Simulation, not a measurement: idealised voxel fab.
The process module that follows is named voxel transistor to metal.
Cross-sectional view cut (width: 155 nm; square cell size: 5 nm).
Square cells in a grid make up a cross-section in this document, and the grid is given as bands, listed from the top down, each one or more rows of cells. Each band's line starts with the height of the band's top and of its bottom, in nm. Then come its materials from left to right, each with its width in nm. One material with "all across" fills the band from edge to edge. "blank" is empty space. Counting heights begins at 0, where everything beneath is, in the wafer as received, one material. The lowest band has no bottom; it goes on downwards, as "top 0, no bottom" shows. Width "30..40": first value at the band's top row of cells, second value at its bottom row, equal change from row to row. When a step is marked "nothing altered", none of the cells in the cross-section changed during that step. Empty spaces counting at least 8 cells and having no open way to the top are listed in "Enclosed void listing". The notation width x height at distance is used for each, the distance being from the left edge and all three values in nm. after a step's settings: what the simulator itself notes on the step. The optional step-line setting "overlay nm" applies to steps with a mask and quantifies how far to the right of its planned location the mask lay, a negative value indicating leftward placement.

The process steps that were planned are listed below
1: RECEIVE,material Si
2: OXIDIZE,depth nm 5
3: CONFORMAL_DEP,material SiN,thk nm 10
4: PATTERN,tone cover,mask id ACTIVE,material resist,width nm 110,thk nm 15,overlay nm 0
5: DIRECTIONAL_ETCH,etch materials SiN,depth nm 10
6: DIRECTIONAL_ETCH,etch materials SiO2,depth nm 5
7: DIRECTIONAL_ETCH,etch materials Si,depth nm 20
8: STRIP,etch materials resist
9: OXIDIZE,depth nm 5
10: FILL_DEP,material SiO2,thk nm 5
11: CMP,height nm 10
12: SELECTIVE_ETCH,etch materials SiO2,depth nm 5
13: STRIP,etch materials SiN
14: SELECTIVE_ETCH,etch materials SiO2,depth nm 5
15: OXIDIZE,depth nm 5
16: DIRECTIONAL_DEP,material polySi,thk nm 25
17: DIRECTIONAL_DEP,material SiCN,thk nm 15
18: DIRECTIONAL_DEP,material aC,thk nm 10
19: PATTERN,tone cover,mask id GATE,material resist,width nm 30,thk nm 30,overlay nm 0
20: DIRECTIONAL_ETCH,etch materials aC,depth nm 10
21: STRIP,etch materials resist
22: DIRECTIONAL_ETCH,etch materials SiCN,depth nm 25
23: DIRECTIONAL_ETCH,etch materials polySi,depth nm 35
24: STRIP,etch materials aC
25: CONFORMAL_DEP,material SiO2,thk nm 5
26: DIRECTIONAL_ETCH,etch materials SiO2,depth nm 5
27: CONFORMAL_DEP,material SiN,thk nm 5
28: DIRECTIONAL_ETCH,etch materials SiN,depth nm 5
29: DIRECTIONAL_ETCH,etch materials SiO2,depth nm 5
30: DIRECTIONAL_ETCH,etch materials Si,depth nm 5
31: EPI,material pSi,thk nm 10
32: FILL_DEP,material SiO2,thk nm 5
33: CMP,height nm 10
34: STRIP,etch materials polySi
35: SELECTIVE_ETCH,etch materials SiO2,depth nm 5
36: CONFORMAL_DEP,material HfO2,thk nm 5
37: CONFORMAL_DEP,material TiN,thk nm 5
38: FILL_DEP,material W,thk nm 5
39: CMP,height nm 15
40: DIRECTIONAL_DEP,material SiO2,thk nm 10
41: PATTERN,tone open,mask id CONTACT,material resist,width nm 20,pitch nm 80,thk nm 20,overlay nm 0
42: DIRECTIONAL_ETCH,etch materials SiO2,depth nm 30
43: STRIP,etch materials resist
44: CONFORMAL_DEP,material TiN,thk nm 5
45: FILL_DEP,material W,thk nm 10
46: CMP,height nm 25
47: DIRECTIONAL_DEP,material TiN,thk nm 5
48: DIRECTIONAL_DEP,material W,thk nm 25
49: PATTERN,tone cover,mask id METAL_1,material resist,width nm 20,pitch nm 80,thk nm 20,overlay nm 0
50: DIRECTIONAL_ETCH,etch materials W,depth nm 25
51: DIRECTIONAL_ETCH,etch materials TiN,depth nm 5
52: STRIP,etch materials resist
53: CONFORMAL_DEP,material SiN,thk nm 5
54: FILL_DEP,material SiO2,thk nm 5
55: CMP,height nm 55
56: CONFORMAL_DEP,material SiCN,thk nm 5
57: DIRECTIONAL_DEP,material SiO2,thk nm 35
58: DIRECTIONAL_DEP,material aC,thk nm 10
59: PATTERN,tone open,mask id METAL_2,material resist,width nm 20,pitch nm 80,thk nm 30,overlay nm 0
60: DIRECTIONAL_ETCH,etch materials aC,depth nm 10
61: STRIP,etch materials resist
62: DIRECTIONAL_ETCH,etch materials SiO2,depth nm 20
63: STRIP,etch materials aC
64: DIRECTIONAL_DEP,material aC,thk nm 15
65: PATTERN,tone open,mask id METAL_2_HOLES,material resist,width nm 15,pitch nm 80,thk nm 30,overlay nm 0
66: DIRECTIONAL_ETCH,etch materials aC,depth nm 15
67: STRIP,etch materials resist
68: DIRECTIONAL_ETCH,etch materials SiO2,depth nm 15
69: DIRECTIONAL_ETCH,etch materials SiCN,depth nm 5
70: STRIP,etch materials aC
71: CONFORMAL_DEP,material TiN,thk nm 5
72: FILL_DEP,material Cu,thk nm 10
73: CMP,height nm 95
74: CONFORMAL_DEP,material SiCN,thk nm 5
For clarity, it should be stated that the wafers under discussion commence in an identical condition and differ with respect to the height nm of step 33, the plan indicating the value that the first wafer had.

Cross-sectional view of the first of several wafers in the as-received condition, corresponding to the state following step 1
* top 0, no bottom = Si all across
* Enclosed void listing: none

Quick look at the cross-section of the first of several wafers after step 74, which wraps up the module
* top 100, bottom 95 = SiCN all across
* top 95, bottom 80 = 25 of SiO2  5 of TiN  10 of Cu  5 of TiN  60 of SiO2  5 of TiN  10 of Cu  5 of TiN  30 of SiO2
* top 80, bottom 75 = 25 of SiO2  5 of TiN  5 of Cu  10 of TiN  60 of SiO2  5 of TiN  5 of Cu  10 of TiN  30 of SiO2
* top 75, bottom 60 = 25 of SiO2  5 of TiN  5 of Cu  5 of TiN  65 of SiO2  5 of TiN  5 of Cu  5 of TiN  35 of SiO2
* top 60, bottom 55 = 25 of SiCN  15 of TiN  65 of SiCN  15 of TiN  35 of SiCN
* top 55, bottom 30 = 20 of SiO2  5 of SiN  20 of W  5 of SiN  50 of SiO2  5 of SiN  20 of W  5 of SiN  25 of SiO2
* top 30, bottom 25 = 25 of SiN  20 of TiN  60 of SiN  20 of TiN  30 of SiN
* top 25, bottom 20 = 25 of SiO2  5 of TiN  10 of W  5 of TiN  60 of SiO2  5 of TiN  10 of W  5 of TiN  30 of SiO2
* top 20, bottom 15 = 25 of SiO2  20 of TiN  60 of SiO2  20 of TiN  30 of SiO2
* top 15, bottom 10 = 45 of TiN  15 of HfO2  5 of TiN  20 of W  5 of TiN  15 of HfO2  50 of TiN
* top 10, bottom 5 = 50 of HfO2  5 of SiN  5 of HfO2  5 of TiN  20 of W  5 of TiN  5 of HfO2  5 of SiN  55 of HfO2
* top 5, bottom 0 = 50 of SiO2  5 of SiN  5 of HfO2  5 of TiN  20 of W  5 of TiN  5 of HfO2  5 of SiN  55 of SiO2
* top 0, bottom -5 = 20 of SiO2  5 of SiN  15 of SiO2  10 of pSi  5 of SiN  5 of HfO2  30 of TiN  5 of HfO2  5 of SiN  10 of pSi  15 of SiO2  5 of SiN  25 of SiO2
* top -5, bottom -10 = 25 of SiO2  25 of pSi  5 of SiO2  40 of HfO2  5 of SiO2  25 of pSi  30 of SiO2
* top -10, bottom -15 = 25 of SiO2  25 of pSi  50 of Si  25 of pSi  30 of SiO2
* top -15, bottom -30 = 25 of SiO2  100 of Si  30 of SiO2
* top -30, no bottom = Si all across
* Enclosed void listing: none

Last wafer at the end
* top 100, bottom 95 = SiCN all across
* top 95, bottom 80 = 25 of SiO2  5 of TiN  10 of Cu  5 of TiN  60 of SiO2  5 of TiN  10 of Cu  5 of TiN  30 of SiO2
* top 80, bottom 75 = 25 of SiO2  5 of TiN  5 of Cu  10 of TiN  60 of SiO2  5 of TiN  5 of Cu  10 of TiN  30 of SiO2
* top 75, bottom 60 = 25 of SiO2  5 of TiN  5 of Cu  5 of TiN  65 of SiO2  5 of TiN  5 of Cu  5 of TiN  35 of SiO2
* top 60, bottom 55 = 25 of SiCN  15 of TiN  65 of SiCN  15 of TiN  35 of SiCN
* top 55, bottom 30 = 20 of SiO2  5 of SiN  20 of W  5 of SiN  50 of SiO2  5 of SiN  20 of W  5 of SiN  25 of SiO2
* top 30, bottom 25 = 25 of SiN  20 of TiN  60 of SiN  20 of TiN  30 of SiN
* top 25, bottom 15 = 25 of SiO2  5 of TiN  10 of W  5 of TiN  60 of SiO2  5 of TiN  10 of W  5 of TiN  30 of SiO2
* top 15, bottom 5 = 25 of SiO2  5 of TiN  10 of W  5 of TiN  5 of SiO2  5 of SiN  5 of SiO2  30 of polySi  5 of SiO2  5 of SiN  5 of SiO2  5 of TiN  10 of W  5 of TiN  30 of SiO2
* top 5, bottom 0 = 25 of SiO2  5 of TiN  5 of W  10 of TiN  5 of SiO2  5 of SiN  5 of SiO2  30 of polySi  5 of SiO2  5 of SiN  5 of SiO2  10 of TiN  5 of W  5 of TiN  30 of SiO2
* top 0, bottom -5 = 20 of SiO2  5 of SiN  15 of TiN  10 of pSi  5 of SiN  5 of SiO2  30 of polySi  5 of SiO2  5 of SiN  10 of pSi  15 of TiN  5 of SiN  25 of SiO2
* top -5, bottom -10 = 25 of SiO2  25 of pSi  50 of SiO2  25 of pSi  30 of SiO2
* top -10, bottom -15 = 25 of SiO2  25 of pSi  50 of Si  25 of pSi  30 of SiO2
* top -15, bottom -30 = 25 of SiO2  100 of Si  30 of SiO2
* top -30, no bottom = Si all across
* Enclosed void listing: none

For your reference, the table is organized with a row per wafer; each row reflects the wafer at the end of the module, indicating for each material the cells gained (+) or lost (-) since receipt, and thereafter its closed voids
height nm 10, +20 Cu, +41 HfO2, -116 Si, +56 SiCN, +51 SiN, +401 SiO2, +87 TiN, +56 W, +24 pSi, Enclosed void listing: none
height nm 15, +20 Cu, +37 HfO2, -116 Si, +56 SiCN, +53 SiN, +422 SiO2, +68 TiN, +56 W, +24 pSi, Enclosed void listing: none
height nm 20, +20 Cu, +16 HfO2, -116 Si, +56 SiCN, +53 SiN, +413 SiO2, +84 TiN, +70 W, +24 pSi, Enclosed void listing: none
height nm 25, +20 Cu, -116 Si, +56 SiCN, +53 SiN, +429 SiO2, +72 TiN, +58 W, +24 pSi, +24 polySi, Enclosed void listing: none
height nm 30, +20 Cu, -116 Si, +56 SiCN, +53 SiN, +429 SiO2, +72 TiN, +58 W, +24 pSi, +24 polySi, Enclosed void listing: none
height nm 35, +20 Cu, -116 Si, +56 SiCN, +53 SiN, +429 SiO2, +72 TiN, +58 W, +24 pSi, +24 polySi, Enclosed void listing: none
